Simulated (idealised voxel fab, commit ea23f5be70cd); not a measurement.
Presented below is a process module, voxel capacitor over wiring.
Pictured: cross-section cut, 155 nm wide, on a grid of 5 nm square cells.
For the purposes of this document, a cross-section shall be understood as a grid of square cells, specified as bands listed in top-to-bottom order, each band consisting of one or more rows of cells.
Read a band's entry like this: the first values are the height of its top and the height of its bottom in nm, and what follows is the sequence of materials from left to right, each with its width in nm. Note that "blank" is empty space, and that a single material marked "full width" reaches across the band from edge to edge.
Beneath 0, the wafer as received is one material, and that level is where height counting begins. The lowest band goes on downward without a bottom; it is written like "0..down".
A width such as "30..40" changes by the same amount from each row of cells to the next, from the band's top row to its bottom row.
What does "no change" mean for a step? It means no cell of the cross-section changed in that step.
"Closed cavity list": empty spaces of 8 cells or more with no open way to the top, each given as width x height at distance, distance from the left edge, all in nm.
Where a step's line continues beyond its settings, the continuation is a remark by the simulator itself on that step.
overlay nm: where the mask lay relative to plan, measured to the right, on steps with a mask; negatives go left.
So here's the lineup of process steps we planned:
1) RECEIVE with material Si
2) CONFORMAL_DEP with material SiO2, thk nm 10
3) CONFORMAL_DEP with material SiCN, thk nm 5
4) DIRECTIONAL_DEP with material SiO2, thk nm 25
5) MASKED_ETCH with tone open, mask id METAL_1, width nm 25, pitch nm 95, etch materials SiO2, depth nm 25, overlay nm 0
6) MASKED_ETCH with tone open, mask id METAL_1, width nm 25, pitch nm 95, etch materials SiCN, depth nm 5, overlay nm 0
7) CONFORMAL_DEP with material TiN, thk nm 5
8) FILL_DEP with material Cu, thk nm 5
9) CMP with height nm 40
10) EPI with material Ru, thk nm 5
11) FILL_DEP with material SiCN, thk nm 5
12) DIRECTIONAL_DEP with material SiO2, thk nm 20
13) MASKED_ETCH with tone open, mask id PLUG_1, width nm 15, etch materials SiO2, depth nm 20, overlay nm 0
14) MASKED_ETCH with tone open, mask id PLUG_1, width nm 15, etch materials SiCN, depth nm 5, overlay nm 0
15) CONFORMAL_DEP with material TiN, thk nm 5
16) FILL_DEP with material Ru, thk nm 10
17) CMP with height nm 70
18) DIRECTIONAL_DEP with material TiN, thk nm 5
19) DIRECTIONAL_DEP with material SiN, thk nm 5
20) DIRECTIONAL_DEP with material TiN, thk nm 5
21) DIRECTIONAL_DEP with material aC, thk nm 15
22) PATTERN with tone cover, mask id UPPER_PLATE, material resist, width nm 75, thk nm 35, overlay nm 0
23) DIRECTIONAL_ETCH with etch materials aC, depth nm 15
24) STRIP with etch materials resist
25) DIRECTIONAL_ETCH with etch materials TiN, depth nm 5
26) DIRECTIONAL_ETCH with etch materials SiN, depth nm 5
27) STRIP with etch materials aC
28) MASKED_ETCH with tone cover, mask id LOWER_PLATE, width nm 85, etch materials TiN, depth nm 5, overlay nm 0
29) FILL_DEP with material SiO2, thk nm 20
30) CMP with height nm 100
31) MASKED_ETCH with tone open, mask id PLUG_2, width nm 15, etch materials SiO2, depth nm 15, overlay nm 0
32) CONFORMAL_DEP with material TiN, thk nm 5
33) FILL_DEP with material Cu, thk nm 5
34) CMP with height nm 100
35) CONFORMAL_DEP with material SiCN, thk nm 5
First of two wafers - as planned:
Shown in cross-section is the wafer as received, that is, as it stands after step 1:
  0..down = Si full width
  Closed cavity list: none
The wafer in cross-section once step 2 is complete:
  10..0 = SiO2 full width
  Nothing below the height 0 has changed.
The wafer in cross-section once step 3 is complete:
  15..10 = SiCN full width
  Nothing below the height 10 has changed.
The wafer in cross-section once step 4 is complete:
  40..15 = SiO2 full width
  Nothing below the height 15 has changed.
The wafer in cross-section once step 5 is complete:
  40..15 = 15 nm SiO2  25 nm blank  70 nm SiO2  25 nm blank  20 nm SiO2
  Nothing below the height 15 has changed.
The wafer in cross-section once step 6 is complete:
  40..15 = 15 nm SiO2  25 nm blank  70 nm SiO2  25 nm blank  20 nm SiO2
  15..10 = 15 nm SiCN  25 nm blank  70 nm SiCN  25 nm blank  20 nm SiCN
  Nothing below the height 10 has changed.
The wafer in cross-section once step 7 is complete:
  45..40 = 20 nm TiN  15 nm blank  80 nm TiN  15 nm blank  25 nm TiN
  40..15 = 15 nm SiO2  5 nm TiN  15 nm blank  5 nm TiN  70 nm SiO2  5 nm TiN  15 nm blank  5 nm TiN  20 nm SiO2
  15..10 = 15 nm SiCN  25 nm TiN  70 nm SiCN  25 nm TiN  20 nm SiCN
  Nothing below the height 10 has changed.
The wafer in cross-section once step 8 is complete:
  50..45 = Cu full width
  45..40 = 20 nm TiN  15 nm Cu  80 nm TiN  15 nm Cu  25 nm TiN
  40..15 = 15 nm SiO2  5 nm TiN  15 nm Cu  5 nm TiN  70 nm SiO2  5 nm TiN  15 nm Cu  5 nm TiN  20 nm SiO2
  Nothing below the height 15 has changed.
The wafer in cross-section once step 9 is complete:
  40..15 = 15 nm SiO2  5 nm TiN  15 nm Cu  5 nm TiN  70 nm SiO2  5 nm TiN  15 nm Cu  5 nm TiN  20 nm SiO2
  Nothing below the height 15 has changed.
The wafer in cross-section once step 10 is complete:
  45..40 = 10 nm blank  35 nm Ru  60 nm blank  35 nm Ru  15 nm blank
  Nothing below the height 40 has changed.
The wafer in cross-section once step 11 is complete:
  50..45 = SiCN full width
  45..40 = 10 nm SiCN  35 nm Ru  60 nm SiCN  35 nm Ru  15 nm SiCN
  Nothing below the height 40 has changed.
The wafer in cross-section once step 12 is complete:
  70..50 = SiO2 full width
  Nothing below the height 50 has changed.
The wafer in cross-section once step 13 is complete:
  70..50 = 25 nm SiO2  15 nm blank  115 nm SiO2
  Nothing below the height 50 has changed.
The wafer in cross-section once step 14 is complete:
  70..50 = 25 nm SiO2  15 nm blank  115 nm SiO2
  50..45 = 25 nm SiCN  15 nm blank  115 nm SiCN
  Nothing below the height 45 has changed.
The wafer in cross-section once step 15 is complete:
  75..70 = 30 nm TiN  5 nm blank  120 nm TiN
  70..50 = 25 nm SiO2  5 nm TiN  5 nm blank  5 nm TiN  115 nm SiO2
  50..45 = 25 nm SiCN  15 nm TiN  115 nm SiCN
  Nothing below the height 45 has changed.
The wafer in cross-section once step 16 is complete:
  85..75 = Ru full width
  75..70 = 30 nm TiN  5 nm Ru  120 nm TiN
  70..50 = 25 nm SiO2  5 nm TiN  5 nm Ru  5 nm TiN  115 nm SiO2
  Nothing below the height 50 has changed.
The wafer in cross-section once step 17 is complete:
  70..50 = 25 nm SiO2  5 nm TiN  5 nm Ru  5 nm TiN  115 nm SiO2
  Nothing below the height 50 has changed.
The wafer in cross-section once step 18 is complete:
  75..70 = TiN full width
  Nothing below the height 70 has changed.
The wafer in cross-section once step 19 is complete:
  80..75 = SiN full width
  Nothing below the height 75 has changed.
The wafer in cross-section once step 20 is complete:
  85..80 = TiN full width
  Nothing below the height 80 has changed.
The wafer in cross-section once step 21 is complete:
  100..85 = aC full width
  Nothing below the height 85 has changed.
The wafer in cross-section once step 22 is complete:
  135..100 = 25 nm blank  75 nm resist  55 nm blank
  Nothing below the height 100 has changed.
The wafer in cross-section once step 23 is complete:
  120..100 = 25 nm blank  75 nm resist  55 nm blank
  100..85 = 25 nm blank  75 nm aC  55 nm blank
  Nothing below the height 85 has changed.
The wafer in cross-section once step 24 is complete:
  100..85 = 25 nm blank  75 nm aC  55 nm blank
  Nothing below the height 85 has changed.
The wafer in cross-section once step 25 is complete:
  100..85 = 25 nm blank  75 nm aC  55 nm blank
  85..80 = 25 nm blank  75 nm TiN  55 nm blank
  Nothing below the height 80 has changed.
The wafer in cross-section once step 26 is complete:
  100..85 = 25 nm blank  75 nm aC  55 nm blank
  85..80 = 25 nm blank  75 nm TiN  55 nm blank
  80..75 = 25 nm blank  75 nm SiN  55 nm blank
  Nothing below the height 75 has changed.
The wafer in cross-section once step 27 is complete:
  85..80 = 25 nm blank  75 nm TiN  55 nm blank
  Nothing below the height 80 has changed.
The wafer in cross-section once step 28 is complete:
  85..80 = 25 nm blank  75 nm TiN  55 nm blank
  80..75 = 25 nm blank  75 nm SiN  55 nm blank
  75..70 = 20 nm blank  85 nm TiN  50 nm blank
  Nothing below the height 70 has changed.
The wafer in cross-section once step 29 is complete:
  105..85 = SiO2 full width
  85..80 = 25 nm SiO2  75 nm TiN  55 nm SiO2
  80..75 = 25 nm SiO2  75 nm SiN  55 nm SiO2
  75..70 = 20 nm SiO2  85 nm TiN  50 nm SiO2
  Nothing below the height 70 has changed.
The wafer in cross-section once step 30 is complete:
  100..85 = SiO2 full width
  Nothing below the height 85 has changed.
The wafer in cross-section once step 31 is complete:
  100..85 = 35 nm SiO2  15 nm blank  105 nm SiO2
  Nothing below the height 85 has changed.
The wafer in cross-section once step 32 is complete:
  105..100 = 40 nm TiN  5 nm blank  110 nm TiN
  100..90 = 35 nm SiO2  5 nm TiN  5 nm blank  5 nm TiN  105 nm SiO2
  90..80 = 35..25 nm SiO2  15..75 nm TiN  105..55 nm SiO2
  Nothing below the height 80 has changed.
The wafer in cross-section once step 33 is complete:
  110..105 = Cu full width
  105..100 = 40 nm TiN  5 nm Cu  110 nm TiN
  100..90 = 35 nm SiO2  5 nm TiN  5 nm Cu  5 nm TiN  105 nm SiO2
  Nothing below the height 90 has changed.
The wafer in cross-section once step 34 is complete:
  100..90 = 35 nm SiO2  5 nm TiN  5 nm Cu  5 nm TiN  105 nm SiO2
  Nothing below the height 90 has changed.
The wafer in cross-section once step 35 is complete:
  105..100 = SiCN full width
  Nothing below the height 100 has changed.
The second wafer began exactly as the first did and followed the same plan, but one mistake was made while running it; through step 27 inclusive, the two wafers are identical:
The second wafer in cross-section, at the planned close of step 28:
  85..80 = 25 nm blank  75 nm TiN  55 nm blank
  80..75 = 25 nm blank  75 nm SiN  55 nm blank
  75..70 = 15 nm blank  85 nm TiN  55 nm blank
  Nothing below the height 70 has changed.
The second wafer in cross-section, at the planned close of step 29:
  105..85 = SiO2 full width
  85..80 = 25 nm SiO2  75 nm TiN  55 nm SiO2
  80..75 = 25 nm SiO2  75 nm SiN  55 nm SiO2
  75..70 = 15 nm SiO2  85 nm TiN  55 nm SiO2
  Nothing below the height 70 has changed.
The second wafer in cross-section, at the planned close of step 30:
  100..85 = SiO2 full width
  Nothing below the height 85 has changed.
The second wafer in cross-section, at the planned close of step 31:
  100..85 = 35 nm SiO2  15 nm blank  105 nm SiO2
  Nothing below the height 85 has changed.
The second wafer in cross-section, at the planned close of step 32:
  105..100 = 40 nm TiN  5 nm blank  110 nm TiN
  100..90 = 35 nm SiO2  5 nm TiN  5 nm blank  5 nm TiN  105 nm SiO2
  90..80 = 35..25 nm SiO2  15..75 nm TiN  105..55 nm SiO2
  Nothing below the height 80 has changed.
The second wafer in cross-section, at the planned close of step 33:
  110..105 = Cu full width
  105..100 = 40 nm TiN  5 nm Cu  110 nm TiN
  100..90 = 35 nm SiO2  5 nm TiN  5 nm Cu  5 nm TiN  105 nm SiO2
  Nothing below the height 90 has changed.
The second wafer in cross-section, at the planned close of step 34:
  100..90 = 35 nm SiO2  5 nm TiN  5 nm Cu  5 nm TiN  105 nm SiO2
  Nothing below the height 90 has changed.
The second wafer in cross-section, at the planned close of step 35:
  105..100 = SiCN full width
  Nothing below the height 100 has changed.
It is concluded that the wafer was processed incorrectly with respect to the plan, in that not per plan at step 28, really ran MASKED_ETCH with tone cover, mask id LOWER_PLATE, width nm 85, etch materials TiN, depth nm 5, overlay nm -5
Matching per-material cell counts, mismatched positions: that is how the second wafer compares with the first at the end.
